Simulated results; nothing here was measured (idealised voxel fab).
This is a process module. Its name is voxel ribs on slabs.
Cross-section cut spans 140 nm and uses square cells 5 nm in size.
Cross-section layout: square cells on a grid; listed as bands, top to bottom; a band spans one or more cell rows.
Quick guide to a band line: top height, bottom height (nm) up front; then every material left to right with its width in nm. Only one material and it's marked "everywhere"? Then it fills the band edge to edge. And "blank" just means empty space.
Height reference: 0 = level under which incoming wafer is all one material. Lowest band: no bottom, runs on downward, e.g. "0..down".
It should be noted that a width expressed as "30 to 40" varies in equal increments from row to row of cells within the band, taking the value of the first number at the top row and that of the second number at the bottom row.
"nothing was modified" for a step: no cell of the cross-section changed in that step.
"Enclosed internal voids" lists enclosed empty spaces (at least 8 cells, no open path upward to the top), each as width x height at distance from the left edge, in nm.
Post-settings text on a step line: simulator's own remark regarding the step.
What "overlay nm" on a step's line means: if the step has a mask, that mask lay this far to the right of its planned place, or, when the value is negative, to the left.

[Process steps (planned)]
- 1: RECEIVE, material Si
- 2: DIRECTIONAL_DEP, material SiO2, thk nm 30
- 3: DIRECTIONAL_DEP, material SiN, thk nm 20
- 4: DIRECTIONAL_DEP, material aC, thk nm 15
- 5: PATTERN, tone cover, mask id RIB, material resist, width nm 20, thk nm 35, overlay nm 0
- 6: DIRECTIONAL_ETCH, etch materials aC, depth nm 15
- 7: STRIP, etch materials resist
- 8: DIRECTIONAL_ETCH, etch materials SiN, depth nm 10
- 9: STRIP, etch materials aC
- 10: DIRECTIONAL_DEP, material aC, thk nm 15
- 11: PATTERN, tone cover, mask id SLAB, material resist, width nm 50, thk nm 35, overlay nm 0
- 12: DIRECTIONAL_ETCH, etch materials aC, depth nm 15
- 13: STRIP, etch materials resist
- 14: DIRECTIONAL_ETCH, etch materials SiN, depth nm 10
- 15: STRIP, etch materials aC
- 16: FILL_DEP, material SiO2, thk nm 25
- 17: CMP, height nm 65
- 18: DIRECTIONAL_DEP, material TiN, thk nm 5
- 19: DIRECTIONAL_DEP, material aC, thk nm 10
- 20: PATTERN, tone cover, mask id HEATER, material resist, width nm 30, thk nm 25, overlay nm 0
- 21: DIRECTIONAL_ETCH, etch materials aC, depth nm 10
- 22: STRIP, etch materials resist
- 23: DIRECTIONAL_ETCH, etch materials TiN, depth nm 5
- 24: STRIP, etch materials aC
- 25: CONFORMAL_DEP, material SiN, thk nm 10

[as received, after step 1]
  0..down | Si everywhere
  Enclosed internal voids: none

[Look at the cross-section after the module: the wafer started out the way shown above and the plan was the one shown above, yet one mistake was made along the way]
  80..75 | blank=45, then SiN=50, then blank=45
  75..70 | SiN everywhere
  70..65 | SiN=55, then TiN=30, then SiN=55
  65..20 | SiO2 everywhere
  20..0 | SiN everywhere
  0..down | Si everywhere
  Enclosed internal voids: none
The plan and the run diverged here: the executed order of steps 2 and 3 is the reverse of that specified in the plan, each step having taken the other's position
